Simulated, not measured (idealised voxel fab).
process module | voxel self aligned contacts
cross-section cut | 215 nm wide | cells 5 nm
A cross-section is a grid of square cells, given in bands from the top down. A band is one or more rows of cells.
Each band's line starts with the height of the band's top and of its bottom, in nm. Then come its materials from left to right, each with its width in nm. One material with "throughout" fills the band from edge to edge. "air" is empty space.
Height 0 is the level under which the wafer as received is all one material. The lowest band goes on downwards, as in "0 down".
A width such as "30 to 40" changes by the same amount from each row of cells to the next, from the band's top row to its bottom row.
"no change" after a step means that no cell of the cross-section changed.
closed voids: empty space of 8 cells or more with no open way to the top, each as width x height at its distance from the left edge, in nm
after a step's settings: what the simulator itself notes on the step
overlay nm, on a step with a mask: how far to the right of its planned place the mask lay; to the left if negative
plan
1 op RECEIVE | material Si
2 op CONFORMAL_DEP | material SiO2 | thk nm 5
3 op DIRECTIONAL_DEP | material polySi | thk nm 20
4 op DIRECTIONAL_DEP | material SiN | thk nm 25
5 op MASKED_ETCH | tone cover | mask id GATE | width nm 25 | pitch nm 65 | etch materials SiN | depth nm 25 | overlay nm 0
6 op MASKED_ETCH | tone cover | mask id GATE | width nm 25 | pitch nm 65 | etch materials polySi | depth nm 20 | overlay nm 0
7 op CONFORMAL_DEP | material SiN | thk nm 10
8 op DIRECTIONAL_ETCH | etch materials SiN | depth nm 10
9 op FILL_DEP | material SiO2 | thk nm 20
10 op CMP | height nm 60
11 op DIRECTIONAL_DEP | material aC | thk nm 15
12 op PATTERN | tone open | mask id CONTACT | material resist | width nm 50 | pitch nm 65 | thk nm 35 | overlay nm 0
13 op DIRECTIONAL_ETCH | etch materials aC | depth nm 15
14 op STRIP | etch materials resist
15 op DIRECTIONAL_ETCH | etch materials SiO2 | depth nm 60
16 op STRIP | etch materials aC
17 op CONFORMAL_DEP | material TiN | thk nm 5
18 op FILL_DEP | material Ru | thk nm 5
19 op CMP | height nm 60
20 op CONFORMAL_DEP | material SiCN | thk nm 5
first wafer, as planned
as received, after step 1
  0 down: Si throughout
  closed voids: none
after step 2
  5 to 0: SiO2 throughout
  below 0: unchanged
after step 3
  25 to 5: polySi throughout
  below 5: unchanged
after step 4
  50 to 25: SiN throughout
  below 25: unchanged
after step 5
  50 to 25: air 30 | SiN 25 | air 40 | SiN 25 | air 40 | SiN 25 | air 30
  below 25: unchanged
after step 6
  50 to 25: air 30 | SiN 25 | air 40 | SiN 25 | air 40 | SiN 25 | air 30
  25 to 5: air 30 | polySi 25 | air 40 | polySi 25 | air 40 | polySi 25 | air 30
  below 5: unchanged
after step 7
  60 to 25: air 20 | SiN 45 | air 20 | SiN 45 | air 20 | SiN 45 | air 20
  25 to 15: air 20 | SiN 10 | polySi 25 | SiN 10 | air 20 | SiN 10 | polySi 25 | SiN 10 | air 20 | SiN 10 | polySi 25 | SiN 10 | air 20
  15 to 5: SiN 30 | polySi 25 | SiN 40 | polySi 25 | SiN 40 | polySi 25 | SiN 30
  below 5: unchanged
after step 8
  50 to 25: air 20 | SiN 45 | air 20 | SiN 45 | air 20 | SiN 45 | air 20
  25 to 5: air 20 | SiN 10 | polySi 25 | SiN 10 | air 20 | SiN 10 | polySi 25 | SiN 10 | air 20 | SiN 10 | polySi 25 | SiN 10 | air 20
  below 5: unchanged
after step 9
  70 to 50: SiO2 throughout
  50 to 25: SiO2 20 | SiN 45 | SiO2 20 | SiN 45 | SiO2 20 | SiN 45 | SiO2 20
  25 to 5: SiO2 20 | SiN 10 | polySi 25 | SiN 10 | SiO2 20 | SiN 10 | polySi 25 | SiN 10 | SiO2 20 | SiN 10 | polySi 25 | SiN 10 | SiO2 20
  below 5: unchanged
after step 10
  60 to 50: SiO2 throughout
  below 50: unchanged
after step 11
  75 to 60: aC throughout
  below 60: unchanged
after step 12
  110 to 75: resist 50 | air 50 | resist 15 | air 50 | resist 50
  below 75: unchanged
after step 13
  95 to 75: resist 50 | air 50 | resist 15 | air 50 | resist 50
  75 to 60: aC 50 | air 50 | aC 15 | air 50 | aC 50
  below 60: unchanged
after step 14
  75 to 60: aC 50 | air 50 | aC 15 | air 50 | aC 50
  below 60: unchanged
after step 15
  75 to 60: aC 50 | air 50 | aC 15 | air 50 | aC 50
  60 to 50: SiO2 50 | air 50 | SiO2 15 | air 50 | SiO2 50
  50 to 25: SiO2 20 | SiN 45 | air 20 | SiN 45 | air 20 | SiN 45 | SiO2 20
  25 to 5: SiO2 20 | SiN 10 | polySi 25 | SiN 10 | air 20 | SiN 10 | polySi 25 | SiN 10 | air 20 | SiN 10 | polySi 25 | SiN 10 | SiO2 20
  5 to 0: SiO2 65 | air 20 | SiO2 45 | air 20 | SiO2 65
  below 0: unchanged
after step 16
  60 to 50: SiO2 50 | air 50 | SiO2 15 | air 50 | SiO2 50
  below 50: unchanged
after step 17
  65 to 60: TiN 55 | air 40 | TiN 25 | air 40 | TiN 55
  60 to 50: SiO2 50 | TiN 5 to 20 | air 40 to 10 | TiN 5 to 20 | SiO2 15 | TiN 5 to 20 | air 40 to 10 | TiN 5 to 20 | SiO2 50
  50 to 25: SiO2 20 | SiN 45 | TiN 5 | air 10 | TiN 5 | SiN 45 | TiN 5 | air 10 | TiN 5 | SiN 45 | SiO2 20
  25 to 5: SiO2 20 | SiN 10 | polySi 25 | SiN 10 | TiN 5 | air 10 | TiN 5 | SiN 10 | polySi 25 | SiN 10 | TiN 5 | air 10 | TiN 5 | SiN 10 | polySi 25 | SiN 10 | SiO2 20
  5 to 0: SiO2 65 | TiN 20 | SiO2 45 | TiN 20 | SiO2 65
  below 0: unchanged
after step 18
  70 to 65: Ru throughout
  65 to 60: TiN 55 | Ru 40 | TiN 25 | Ru 40 | TiN 55
  60 to 50: SiO2 50 | TiN 5 to 20 | Ru 40 to 10 | TiN 5 to 20 | SiO2 15 | TiN 5 to 20 | Ru 40 to 10 | TiN 5 to 20 | SiO2 50
  50 to 25: SiO2 20 | SiN 45 | TiN 5 | Ru 10 | TiN 5 | SiN 45 | TiN 5 | Ru 10 | TiN 5 | SiN 45 | SiO2 20
  25 to 5: SiO2 20 | SiN 10 | polySi 25 | SiN 10 | TiN 5 | Ru 10 | TiN 5 | SiN 10 | polySi 25 | SiN 10 | TiN 5 | Ru 10 | TiN 5 | SiN 10 | polySi 25 | SiN 10 | SiO2 20
  below 5: unchanged
after step 19
  60 to 50: SiO2 50 | TiN 5 to 20 | Ru 40 to 10 | TiN 5 to 20 | SiO2 15 | TiN 5 to 20 | Ru 40 to 10 | TiN 5 to 20 | SiO2 50
  below 50: unchanged
after step 20
  65 to 60: SiCN throughout
  below 60: unchanged
second wafer: like start, like plan, one mistake. Through step 11 it matches the first wafer
when step 12 should have ended
  110 to 75: resist 40 | air 50 | resist 15 | air 50 | resist 60
  below 75: unchanged
when step 13 should have ended
  95 to 75: resist 40 | air 50 | resist 15 | air 50 | resist 60
  75 to 60: aC 40 | air 50 | aC 15 | air 50 | aC 60
  below 60: unchanged
when step 14 should have ended
  75 to 60: aC 40 | air 50 | aC 15 | air 50 | aC 60
  below 60: unchanged
when step 15 should have ended
  75 to 60: aC 40 | air 50 | aC 15 | air 50 | aC 60
  60 to 50: SiO2 40 | air 50 | SiO2 15 | air 50 | SiO2 60
  50 to 25: SiO2 20 | SiN 45 | air 20 | SiN 45 | air 20 | SiN 45 | SiO2 20
  25 to 5: SiO2 20 | SiN 10 | polySi 25 | SiN 10 | air 20 | SiN 10 | polySi 25 | SiN 10 | air 20 | SiN 10 | polySi 25 | SiN 10 | SiO2 20
  5 to 0: SiO2 65 | air 20 | SiO2 45 | air 20 | SiO2 65
  below 0: unchanged
when step 16 should have ended
  60 to 50: SiO2 40 | air 50 | SiO2 15 | air 50 | SiO2 60
  below 50: unchanged
when step 17 should have ended
  65 to 60: TiN 45 | air 40 | TiN 25 | air 40 | TiN 65
  60 to 50: SiO2 40 | TiN 5 to 30 | air 40 to 10 | TiN 5 to 10 | SiO2 15 | TiN 5 to 30 | air 40 to 10 | TiN 5 to 10 | SiO2 60
  50 to 25: SiO2 20 | SiN 45 | TiN 5 | air 10 | TiN 5 | SiN 45 | TiN 5 | air 10 | TiN 5 | SiN 45 | SiO2 20
  25 to 5: SiO2 20 | SiN 10 | polySi 25 | SiN 10 | TiN 5 | air 10 | TiN 5 | SiN 10 | polySi 25 | SiN 10 | TiN 5 | air 10 | TiN 5 | SiN 10 | polySi 25 | SiN 10 | SiO2 20
  5 to 0: SiO2 65 | TiN 20 | SiO2 45 | TiN 20 | SiO2 65
  below 0: unchanged
when step 18 should have ended
  70 to 65: Ru throughout
  65 to 60: TiN 45 | Ru 40 | TiN 25 | Ru 40 | TiN 65
  60 to 50: SiO2 40 | TiN 5 to 30 | Ru 40 to 10 | TiN 5 to 10 | SiO2 15 | TiN 5 to 30 | Ru 40 to 10 | TiN 5 to 10 | SiO2 60
  50 to 25: SiO2 20 | SiN 45 | TiN 5 | Ru 10 | TiN 5 | SiN 45 | TiN 5 | Ru 10 | TiN 5 | SiN 45 | SiO2 20
  25 to 5: SiO2 20 | SiN 10 | polySi 25 | SiN 10 | TiN 5 | Ru 10 | TiN 5 | SiN 10 | polySi 25 | SiN 10 | TiN 5 | Ru 10 | TiN 5 | SiN 10 | polySi 25 | SiN 10 | SiO2 20
  below 5: unchanged
when step 19 should have ended
  60 to 50: SiO2 40 | TiN 5 to 30 | Ru 40 to 10 | TiN 5 to 10 | SiO2 15 | TiN 5 to 30 | Ru 40 to 10 | TiN 5 to 10 | SiO2 60
  below 50: unchanged
when step 20 should have ended
  65 to 60: SiCN throughout
  below 60: unchanged
what went wrong: step 12 ran as: op PATTERN | tone open | mask id CONTACT | material resist | width nm 50 | pitch nm 65 | thk nm 35 | overlay nm -10
at the end the second wafer has, in cells: as many of each material as the first, in other places
